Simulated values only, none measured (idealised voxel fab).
process module | voxel fin reveal
cross-section cut | 285 nm wide | cells 5 nm
A cross-section is a grid of square cells, given in bands from the top down. A band is one or more rows of cells.
Each band's line starts with the height of the band's top and of its bottom, in nm. Then come its materials from left to right, each with its width in nm. One material with "throughout" fills the band from edge to edge. "air" is empty space.
Height 0 is the level under which the wafer as received is all one material. The lowest band goes on downwards, as in "0 down".
A width such as "30 to 40" changes by the same amount from each row of cells to the next, from the band's top row to its bottom row.
"no change" after a step means that no cell of the cross-section changed.
closed voids: empty space of 8 cells or more with no open way to the top, each as width x height at its distance from the left edge, in nm
after a step's settings: what the simulator itself notes on the step
overlay nm, on a step with a mask: how far to the right of its planned place the mask lay; to the left if negative
plan
1 op RECEIVE | material Si
2 op CONFORMAL_DEP | material SiN | thk nm 5
3 op MASKED_ETCH | tone cover | mask id FINS | width nm 15 | pitch nm 45 | etch materials SiN | depth nm 5 | overlay nm 0
4 op MASKED_ETCH | tone cover | mask id FINS | width nm 15 | pitch nm 45 | etch materials Si | depth nm 40 | overlay nm 0
5 op FILL_DEP | material SiO2 | thk nm 5
6 op CMP | height nm 5
7 op SELECTIVE_ETCH | etch materials SiO2 | depth nm 30
8 op STRIP | etch materials SiN
as received, after step 1
  0 down: Si throughout
  closed voids: none
first wafer at the end, as planned
  0 to -25: air 110 | Si 15 | air 30 | Si 15 | air 115
  -25 to -40: SiO2 110 | Si 15 | SiO2 30 | Si 15 | SiO2 115
  -40 down: Si throughout
  closed voids: none
second wafer at the end: like start, like plan, one mistake
  5 to 0: air 110 | SiN 15 | air 30 | SiN 15 | air 115
  0 to -40: air 110 | Si 15 | air 30 | Si 15 | air 115
  -40 down: Si throughout
  closed voids: none
what went wrong: step 8 ran as: op STRIP | etch materials SiO2
at the end the second wafer has, in cells: 6 more of SiN | 153 fewer of SiO2
